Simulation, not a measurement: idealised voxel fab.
The document below concerns the process module designated voxel self aligned contacts.
Xsec cut, 255 nm wide, square cell size 5 nm.
Notation: cross-section as square-cell grid; stated in bands, top first, going down; one or more cell rows per band.
Band: top height; bottom height; in nm. Then, left to right: material with width in nm, for each material. "everywhere": a single material spanning edge to edge. "blank": empty space.
We count height from 0. Below that, the starting wafer is all one material. The lowest band never ends at the bottom but goes on down; see "0 and below" for how that is written.
Read "30 to 40" as a graded width: first number on top, second number at the bottom, same change between each pair of neighbouring rows.
Any step labelled "no modification" changed none of the cells in the cross-section.
Enclosed voids (no open way to top), threshold 8 cells or more, entry "Enclosed internal cavities", notation width x height at distance, distance from left edge, nm.
Note: text after step settings on the step line = simulator remark on that step.
"overlay nm" on a masked step: distance the mask lay right of its planned place, negative for left.
Reading guide: pairs of cross-sections, before and after one process step; after view cut off at lowest changed band; step and settings listed under each pair. Pairs may stem from different runs of this module on the same starting wafer; continuity with the pair above only where the "Prior to step" entry states it.
[Prior to step]
    70 down to 60  95 nm SiO2, then 60 nm blank, then 100 nm SiO2
    60 down to 35  55 nm SiO2, then 65 nm SiN, then 10 nm blank, then 65 nm SiN, then 60 nm SiO2
    35 down to 5  55 nm SiO2, then 10 nm SiN, then 45 nm polySi, then 10 nm SiN, then 10 nm blank, then 10 nm SiN, then 45 nm polySi, then 10 nm SiN, then 60 nm SiO2
    5 down to 0  120 nm SiO2, then 10 nm blank, then 125 nm SiO2
    0 and below  Si everywhere
    Enclosed internal cavities: none
[Resulting Structure]
    75 down to 70  100 nm TiN, then 50 nm blank, then 105 nm TiN
    70 down to 65  95 nm SiO2, then 5 nm TiN, then 50 nm blank, then 5 nm TiN, then 100 nm SiO2
    65 down to 60  95 nm SiO2, then 60 nm TiN, then 100 nm SiO2
    60 down to 35  55 nm SiO2, then 65 nm SiN, then 10 nm TiN, then 65 nm SiN, then 60 nm SiO2
    35 down to 5  55 nm SiO2, then 10 nm SiN, then 45 nm polySi, then 10 nm SiN, then 10 nm TiN, then 10 nm SiN, then 45 nm polySi, then 10 nm SiN, then 60 nm SiO2
    5 down to 0  120 nm SiO2, then 10 nm TiN, then 125 nm SiO2
    Below a height of 0, the structure has not been altered.
    Enclosed internal cavities: none
Step lying between the two cross-sections just above: CONFORMAL_DEP [material TiN] [thk nm 5]
Prior to step: after-state, pair directly above.
[Resulting Structure]
    85 down to 75  W everywhere
    75 down to 70  100 nm TiN, then 50 nm W, then 105 nm TiN
    70 down to 65  95 nm SiO2, then 5 nm TiN, then 50 nm W, then 5 nm TiN, then 100 nm SiO2
    Below a height of 65, the structure has not been altered.
    Enclosed internal cavities: none
Step lying between the two cross-sections just above: FILL_DEP [material W] [thk nm 10]
Prior to step: after-state, pair directly above.
[Resulting Structure]
    70 down to 65  95 nm SiO2, then 5 nm TiN, then 50 nm W, then 5 nm TiN, then 100 nm SiO2
    Below a height of 65, the structure has not been altered.
    Enclosed internal cavities: none
Step lying between the two cross-sections just above: CMP [height nm 70]
Prior to step: after-state, pair directly above.
[Resulting Structure]
    75 down to 70  SiN everywhere
    Below a height of 70, the structure has not been altered.
    Enclosed internal cavities: none
Step lying between the two cross-sections just above: CONFORMAL_DEP [material SiN] [thk nm 5]
[Prior to step]
    75 down to 60  aC everywhere
    60 down to 35  SiN everywhere
    35 down to 5  polySi everywhere
    5 down to 0  SiO2 everywhere
    0 and below  Si everywhere
    Enclosed internal cavities: none
[Resulting Structure]
    110 down to 75  80 nm blank, then 35 nm resist, then 40 nm blank, then 35 nm resist, then 65 nm blank
    Below a height of 75, the structure has not been altered.
    Enclosed internal cavities: none
Step lying between the two cross-sections just above: PATTERN [tone cover] [mask id GATE] [material resist] [width nm 35] [pitch nm 75] [thk nm 35] [overlay nm 10]
Prior to step: after-state, pair directly above.
[Resulting Structure]
    95 down to 75  80 nm blank, then 35 nm resist, then 40 nm blank, then 35 nm resist, then 65 nm blank
    75 down to 60  80 nm blank, then 35 nm aC, then 40 nm blank, then 35 nm aC, then 65 nm blank
    Below a height of 60, the structure has not been altered.
    Enclosed internal cavities: none
Step lying between the two cross-sections just above: DIRECTIONAL_ETCH [etch materials aC] [depth nm 15]
Prior to step: after-state, pair directly above.
[Resulting Structure]
    75 down to 60  80 nm blank, then 35 nm aC, then 40 nm blank, then 35 nm aC, then 65 nm blank
    Below a height of 60, the structure has not been altered.
    Enclosed internal cavities: none
Step lying between the two cross-sections just above: STRIP [etch materials resist]
Prior to step: after-state, pair directly above.
[Resulting Structure]
    75 down to 60  80 nm blank, then 35 nm aC, then 40 nm blank, then 35 nm aC, then 65 nm blank
    60 down to 35  80 nm blank, then 35 nm SiN, then 40 nm blank, then 35 nm SiN, then 65 nm blank
    Below a height of 35, the structure has not been altered.
    Enclosed internal cavities: none
Step lying between the two cross-sections just above: DIRECTIONAL_ETCH [etch materials SiN] [depth nm 25]
Prior to step: after-state, pair directly above.
[Resulting Structure]
    75 down to 60  80 nm blank, then 35 nm aC, then 40 nm blank, then 35 nm aC, then 65 nm blank
    60 down to 35  80 nm blank, then 35 nm SiN, then 40 nm blank, then 35 nm SiN, then 65 nm blank
    35 down to 5  80 nm blank, then 35 nm polySi, then 40 nm blank, then 35 nm polySi, then 65 nm blank
    Below a height of 5, the structure has not been altered.
    Enclosed internal cavities: none
Step lying between the two cross-sections just above: DIRECTIONAL_ETCH [etch materials polySi] [depth nm 30]
Prior to step: after-state, pair directly above.
[Resulting Structure]
    60 down to 35  80 nm blank, then 35 nm SiN, then 40 nm blank, then 35 nm SiN, then 65 nm blank
    Below a height of 35, the structure has not been altered.
    Enclosed internal cavities: none
Step lying between the two cross-sections just above: STRIP [etch materials aC]
Prior to step: after-state, pair directly above.
[Resulting Structure]
    70 down to 35  70 nm blank, then 55 nm SiN, then 20 nm blank, then 55 nm SiN, then 55 nm blank
    35 down to 15  70 nm blank, then 10 nm SiN, then 35 nm polySi, then 10 nm SiN, then 20 nm blank, then 10 nm SiN, then 35 nm polySi, then 10 nm SiN, then 55 nm blank
    15 down to 5  80 nm SiN, then 35 nm polySi, then 40 nm SiN, then 35 nm polySi, then 65 nm SiN
    Below a height of 5, the structure has not been altered.
    Enclosed internal cavities: none
Step lying between the two cross-sections just above: CONFORMAL_DEP [material SiN] [thk nm 10]
Prior to step: after-state, pair directly above.
[Resulting Structure]
    60 down to 35  70 nm blank, then 55 nm SiN, then 20 nm blank, then 55 nm SiN, then 55 nm blank
    35 down to 5  70 nm blank, then 10 nm SiN, then 35 nm polySi, then 10 nm SiN, then 20 nm blank, then 10 nm SiN, then 35 nm polySi, then 10 nm SiN, then 55 nm blank
    Below a height of 5, the structure has not been altered.
    Enclosed internal cavities: none
Step lying between the two cross-sections just above: DIRECTIONAL_ETCH [etch materials SiN] [depth nm 10]
Prior to step: after-state, pair directly above.
[Resulting Structure]
    75 down to 60  SiO2 everywhere
    60 down to 35  70 nm SiO2, then 55 nm SiN, then 20 nm SiO2, then 55 nm SiN, then 55 nm SiO2
    35 down to 5  70 nm SiO2, then 10 nm SiN, then 35 nm polySi, then 10 nm SiN, then 20 nm SiO2, then 10 nm SiN, then 35 nm polySi, then 10 nm SiN, then 55 nm SiO2
    Below a height of 5, the structure has not been altered.
    Enclosed internal cavities: none
Step lying between the two cross-sections just above: FILL_DEP [material SiO2] [thk nm 15]
Prior to step: after-state, pair directly above.
[Resulting Structure]
    70 down to 60  SiO2 everywhere
    Below a height of 60, the structure has not been altered.
    Enclosed internal cavities: none
Step lying between the two cross-sections just above: CMP [height nm 70]
Prior to step: after-state, pair directly above.
[Resulting Structure]
    70 down to 60  95 nm SiO2, then 60 nm blank, then 100 nm SiO2
    60 down to 35  70 nm SiO2, then 55 nm SiN, then 20 nm blank, then 55 nm SiN, then 55 nm SiO2
    35 down to 5  70 nm SiO2, then 10 nm SiN, then 35 nm polySi, then 10 nm SiN, then 20 nm blank, then 10 nm SiN, then 35 nm polySi, then 10 nm SiN, then 55 nm SiO2
    5 down to 0  125 nm SiO2, then 20 nm blank, then 110 nm SiO2
    Below a height of 0, the structure has not been altered.
    Enclosed internal cavities: none
Step lying between the two cross-sections just above: MASKED_ETCH [tone open] [mask id CONTACT] [width nm 60] [etch materials SiO2] [depth nm 70] [overlay nm 0]
Prior to step: after-state, pair directly above.
[Resulting Structure]
    75 down to 70  100 nm TiN, then 50 nm blank, then 105 nm TiN
    70 down to 60  95 nm SiO2, then 5 to 35 nm TiN, then 50 to 10 nm blank, then 5 to 15 nm TiN, then 100 nm SiO2
    60 down to 35  70 nm SiO2, then 55 nm SiN, then 5 nm TiN, then 10 nm blank, then 5 nm TiN, then 55 nm SiN, then 55 nm SiO2
    35 down to 5  70 nm SiO2, then 10 nm SiN, then 35 nm polySi, then 10 nm SiN, then 5 nm TiN, then 10 nm blank, then 5 nm TiN, then 10 nm SiN, then 35 nm polySi, then 10 nm SiN, then 55 nm SiO2
    5 down to 0  125 nm SiO2, then 20 nm TiN, then 110 nm SiO2
    Below a height of 0, the structure has not been altered.
    Enclosed internal cavities: none
Step lying between the two cross-sections just above: CONFORMAL_DEP [material TiN] [thk nm 5]
Prior to step: after-state, pair directly above.
[Resulting Structure]
    85 down to 75  W everywhere
    75 down to 70  100 nm TiN, then 50 nm W, then 105 nm TiN
    70 down to 60  95 nm SiO2, then 5 to 35 nm TiN, then 50 to 10 nm W, then 5 to 15 nm TiN, then 100 nm SiO2
    60 down to 35  70 nm SiO2, then 55 nm SiN, then 5 nm TiN, then 10 nm W, then 5 nm TiN, then 55 nm SiN, then 55 nm SiO2
    35 down to 5  70 nm SiO2, then 10 nm SiN, then 35 nm polySi, then 10 nm SiN, then 5 nm TiN, then 10 nm W, then 5 nm TiN, then 10 nm SiN, then 35 nm polySi, then 10 nm SiN, then 55 nm SiO2
    Below a height of 5, the structure has not been altered.
    Enclosed internal cavities: none
Step lying between the two cross-sections just above: FILL_DEP [material W] [thk nm 10]
Prior to step: after-state, pair directly above.
[Resulting Structure]
    70 down to 60  95 nm SiO2, then 5 to 35 nm TiN, then 50 to 10 nm W, then 5 to 15 nm TiN, then 100 nm SiO2
    Below a height of 60, the structure has not been altered.
    Enclosed internal cavities: none
Step lying between the two cross-sections just above: CMP [height nm 70]
Prior to step: after-state, pair directly above.
[Resulting Structure]
    75 down to 70  SiN everywhere
    Below a height of 70, the structure has not been altered.
    Enclosed internal cavities: none
Step lying between the two cross-sections just above: CONFORMAL_DEP [material SiN] [thk nm 5]
[Prior to step]
    70 down to 60  95 nm SiO2, then 5 to 25 nm TiN, then 50 to 10 nm W, then 5 to 25 nm TiN, then 100 nm SiO2
    60 down to 35  60 nm SiO2, then 55 nm SiN, then 5 nm TiN, then 10 nm W, then 5 nm TiN, then 55 nm SiN, then 65 nm SiO2
    35 down to 5  60 nm SiO2, then 10 nm SiN, then 35 nm polySi, then 10 nm SiN, then 5 nm TiN, then 10 nm W, then 5 nm TiN, then 10 nm SiN, then 35 nm polySi, then 10 nm SiN, then 65 nm SiO2
    5 down to 0  115 nm SiO2, then 20 nm TiN, then 120 nm SiO2
    0 and below  Si everywhere
    Enclosed internal cavities: none
[Resulting Structure]
    75 down to 70  SiO2 everywhere
    Below a height of 70, the structure has not been altered.
    Enclosed internal cavities: none
Step lying between the two cross-sections just above: CONFORMAL_DEP [material SiO2] [thk nm 5]
[Prior to step]
    70 down to 60  SiO2 everywhere
    60 down to 35  60 nm SiO2, then 55 nm SiN, then 20 nm SiO2, then 55 nm SiN, then 65 nm SiO2
    35 down to 5  60 nm SiO2, then 10 nm SiN, then 35 nm polySi, then 10 nm SiN, then 20 nm SiO2, then 10 nm SiN, then 35 nm polySi, then 10 nm SiN, then 65 nm SiO2
    5 down to 0  SiO2 everywhere
    0 and below  Si everywhere
    Enclosed internal cavities: none
[Resulting Structure]
    70 down to 60  95 nm blank, then 60 nm SiO2, then 100 nm blank
    60 down to 35  60 nm blank, then 55 nm SiN, then 20 nm SiO2, then 55 nm SiN, then 65 nm blank
    35 down to 5  60 nm blank, then 10 nm SiN, then 35 nm polySi, then 10 nm SiN, then 20 nm SiO2, then 10 nm SiN, then 35 nm polySi, then 10 nm SiN, then 65 nm blank
    5 down to 0  60 nm blank, then 130 nm SiO2, then 65 nm blank
    Below a height of 0, the structure has not been altered.
    Enclosed internal cavities: none
Step lying between the two cross-sections just above: MASKED_ETCH [tone cover] [mask id CONTACT] [width nm 60] [etch materials SiO2] [depth nm 70] [overlay nm 0]
Prior to step: after-state, pair directly above.
[Resulting Structure]
    75 down to 70  90 nm blank, then 70 nm TiN, then 95 nm blank
    70 down to 60  90 to 55 nm blank, then 5 to 40 nm TiN, then 60 nm SiO2, then 5 to 40 nm TiN, then 95 to 60 nm blank
    60 down to 35  55 nm blank, then 5 nm TiN, then 55 nm SiN, then 20 nm SiO2, then 55 nm SiN, then 5 nm TiN, then 60 nm blank
    35 down to 5  55 nm blank, then 5 nm TiN, then 10 nm SiN, then 35 nm polySi, then 10 nm SiN, then 20 nm SiO2, then 10 nm SiN, then 35 nm polySi, then 10 nm SiN, then 5 nm TiN, then 60 nm blank
    5 down to 0  60 nm TiN, then 130 nm SiO2, then 65 nm TiN
    Below a height of 0, the structure has not been altered.
    Enclosed internal cavities: none
Step lying between the two cross-sections just above: CONFORMAL_DEP [material TiN] [thk nm 5]
Prior to step: after-state, pair directly above.
[Resulting Structure]
    85 down to 75  W everywhere
    75 down to 70  90 nm W, then 70 nm TiN, then 95 nm W
    70 down to 60  90 to 55 nm W, then 5 to 40 nm TiN, then 60 nm SiO2, then 5 to 40 nm TiN, then 95 to 60 nm W
    60 down to 35  55 nm W, then 5 nm TiN, then 55 nm SiN, then 20 nm SiO2, then 55 nm SiN, then 5 nm TiN, then 60 nm W
    35 down to 5  55 nm W, then 5 nm TiN, then 10 nm SiN, then 35 nm polySi, then 10 nm SiN, then 20 nm SiO2, then 10 nm SiN, then 35 nm polySi, then 10 nm SiN, then 5 nm TiN, then 60 nm W
    Below a height of 5, the structure has not been altered.
    Enclosed internal cavities: none
Step lying between the two cross-sections just above: FILL_DEP [material W] [thk nm 10]
Prior to step: after-state, pair directly above.
[Resulting Structure]
    70 down to 60  90 to 55 nm W, then 5 to 40 nm TiN, then 60 nm SiO2, then 5 to 40 nm TiN, then 95 to 60 nm W
    Below a height of 60, the structure has not been altered.
    Enclosed internal cavities: none
Step lying between the two cross-sections just above: CMP [height nm 70]
Prior to step: after-state, pair directly above.
[Resulting Structure]
    75 down to 70  SiN everywhere
    Below a height of 70, the structure has not been altered.
    Enclosed internal cavities: none
Step lying between the two cross-sections just above: CONFORMAL_DEP [material SiN] [thk nm 5]
